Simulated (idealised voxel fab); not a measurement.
process module | voxel self aligned contacts
cross-section cut | 195 nm wide | cells 5 nm
A cross-section is a grid of square cells, given in bands from the top down. A band is one or more rows of cells.
Each band's line starts with the height of the band's top and of its bottom, in nm. Then come its materials from left to right, each with its width in nm. One material with "throughout" fills the band from edge to edge. "air" is empty space.
Height 0 is the level under which the wafer as received is all one material. The lowest band goes on downwards, as in "0 down".
A width such as "30 to 40" changes by the same amount from each row of cells to the next, from the band's top row to its bottom row.
"no change" after a step means that no cell of the cross-section changed.
closed voids: empty space of 8 cells or more with no open way to the top, each as width x height at its distance from the left edge, in nm
after a step's settings: what the simulator itself notes on the step
overlay nm, on a step with a mask: how far to the right of its planned place the mask lay; to the left if negative
plan
1 op RECEIVE | material Si
2 op OXIDIZE | depth nm 5
3 op DIRECTIONAL_DEP | material polySi | thk nm 20
4 op DIRECTIONAL_DEP | material SiN | thk nm 25
5 op MASKED_ETCH | tone cover | mask id GATE | width nm 30 | pitch nm 70 | etch materials SiN | depth nm 25 | overlay nm 0
6 op MASKED_ETCH | tone cover | mask id GATE | width nm 30 | pitch nm 70 | etch materials polySi | depth nm 20 | overlay nm 0
7 op CONFORMAL_DEP | material SiN | thk nm 10
8 op DIRECTIONAL_ETCH | etch materials SiN | depth nm 10
9 op FILL_DEP | material SiO2 | thk nm 15
10 op CMP | height nm 50
11 op DIRECTIONAL_DEP | material aC | thk nm 15
12 op PATTERN | tone open | mask id CONTACT | material resist | width nm 50 | thk nm 35 | overlay nm 0
13 op DIRECTIONAL_ETCH | etch materials aC | depth nm 15
14 op STRIP | etch materials resist
15 op DIRECTIONAL_ETCH | etch materials SiO2 | depth nm 55
16 op STRIP | etch materials aC
17 op CONFORMAL_DEP | material TiN | thk nm 5
18 op FILL_DEP | material Ru | thk nm 10
19 op CMP | height nm 50
20 op CONFORMAL_DEP | material SiCN | thk nm 5
as received, after step 1
  0 down: Si throughout
  closed voids: none
first wafer at the end, as planned
  55 to 50: SiCN throughout
  50 to 45: SiO2 70 | TiN 20 | Ru 10 | TiN 20 | SiO2 75
  45 to 20: SiO2 35 | SiN 50 | TiN 5 | Ru 10 | TiN 5 | SiN 50 | SiO2 40
  20 to 0: SiO2 35 | SiN 10 | polySi 30 | SiN 10 | TiN 5 | Ru 10 | TiN 5 | SiN 10 | polySi 30 | SiN 10 | SiO2 40
  0 to -5: SiO2 85 | TiN 20 | SiO2 90
  -5 down: Si throughout
  closed voids: none
second wafer at the end: like start, like plan, one mistake
  55 to 50: SiCN throughout
  50 to 45: Ru 30 | TiN 40 | SiO2 50 | TiN 40 | Ru 35
  45 to 20: Ru 30 | TiN 5 | SiN 50 | SiO2 20 | SiN 50 | TiN 5 | Ru 35
  20 to 0: Ru 30 | TiN 5 | SiN 10 | polySi 30 | SiN 10 | SiO2 20 | SiN 10 | polySi 30 | SiN 10 | TiN 5 | Ru 35
  0 to -5: TiN 35 | SiO2 120 | TiN 40
  -5 down: Si throughout
  closed voids: none
what went wrong: step 12 ran as: op PATTERN | tone cover | mask id CONTACT | material resist | width nm 50 | thk nm 35 | overlay nm 0
at the end the second wafer has, in cells: 110 more of Ru | 129 fewer of SiO2 | 19 more of TiN
